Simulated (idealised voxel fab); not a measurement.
Herein follows the process module entitled voxel self aligned contacts.
Displayed cross-section: cut, width of 250 nm, square cells sized 5 nm.
Each cross-section below is a grid of square cells, stated as bands in top-down order, with one or more rows of cells making up each band.
Band entry format. Leading values: height of top, height of bottom, nm. Remainder: materials in left-to-right order, each with its width in nm. Special words: "edge to edge" on a single material, which then fills the band edge to edge; "empty", empty space.
All heights in this document are referenced to 0, defined as the level beneath which the wafer, as received, consists entirely of one material. The lowest band is not bounded below; it extends indefinitely downward and is written in the form "0..down".
Read "30 to 40" as a graded width: first number on top, second number at the bottom, same change between each pair of neighbouring rows.
Where a step carries "no modification", the cross-section came out of it unchanged, cell for cell.
Enclosed cavity list: empty space of 8 cells or more with no open way to the top, each as width x height at its distance from the left edge, in nm
Read whatever lies past the settings on a step's line as the simulator's own remark about the step.
overlay nm: mask right of planned place by this much (step with mask). Neg. = left.

### The steps planned for the process are as follows
| 1 | RECEIVE (material Si) |
| 2 | OXIDIZE (depth nm 5) |
| 3 | DIRECTIONAL_DEP (material polySi; thk nm 25) |
| 4 | DIRECTIONAL_DEP (material SiN; thk nm 15) |
| 5 | PATTERN (tone cover; mask id GATE; material resist; width nm 35; pitch nm 60; thk nm 20; overlay nm 0) |
| 6 | DIRECTIONAL_ETCH (etch materials SiN; depth nm 15) |
| 7 | DIRECTIONAL_ETCH (etch materials polySi; depth nm 25) |
| 8 | STRIP (etch materials resist) |
| 9 | CONFORMAL_DEP (material SiN; thk nm 5) |
| 10 | DIRECTIONAL_ETCH (etch materials SiN; depth nm 5) |
| 11 | FILL_DEP (material SiO2; thk nm 20) |
| 12 | CMP (height nm 50) |
| 13 | DIRECTIONAL_DEP (material aC; thk nm 10) |
| 14 | PATTERN (tone open; mask id CONTACT; material resist; width nm 45; thk nm 30; overlay nm 0) |
| 15 | DIRECTIONAL_ETCH (etch materials aC; depth nm 10) |
| 16 | STRIP (etch materials resist) |
| 17 | DIRECTIONAL_ETCH (etch materials SiO2; depth nm 55) |
| 18 | STRIP (etch materials aC) |
| 19 | CONFORMAL_DEP (material TiN; thk nm 5) |
| 20 | FILL_DEP (material W; thk nm 5) |
| 21 | CMP (height nm 50) |
| 22 | CONFORMAL_DEP (material SiN; thk nm 5) |

### Cross-sectional view of the wafer in its as-received condition, corresponding to the state after step 1
    0..down: Si edge to edge
    Enclosed cavity list: none

### End-of-module XS, first of two wafers, run as planned
    55..50: SiN edge to edge
    50..40: 100 SiO2, 5 to 20 TiN, 35 to 5 W, 5 to 20 TiN, 105 SiO2
    40..25: 70 SiO2, 45 SiN, 5 TiN, 5 W, 5 TiN, 45 SiN, 75 SiO2
    25..0: 70 SiO2, 5 SiN, 35 polySi, 5 SiN, 5 TiN, 5 W, 5 TiN, 5 SiN, 35 polySi, 5 SiN, 75 SiO2
    0..-5: 115 SiO2, 15 TiN, 120 SiO2
    -5..down: Si edge to edge
    Enclosed cavity list: none

### Wafer two, end of module, cross-section. Same start, same plan as wafer one. One mistake in the run
    55..50: SiN edge to edge
    50..30: 70 SiO2, 5 SiN, 35 polySi, 5 SiN, 5 TiN, 5 W, 5 TiN, 5 SiN, 35 polySi, 5 SiN, 75 SiO2
    30..25: 70 SiO2, 5 SiN, 35 polySi, 5 SiN, 15 TiN, 5 SiN, 35 polySi, 5 SiN, 75 SiO2
    25..0: polySi edge to edge
    0..-5: SiO2 edge to edge
    -5..down: Si edge to edge
    Enclosed cavity list: none
Deviation from plan: the plan's step 3 ran twice
Final comparison by cell count, materials where the second wafer has more or fewer than the first: 54 fewer of SiN, 166 fewer of SiO2, 18 fewer of TiN, 12 fewer of W, 250 more of polySi
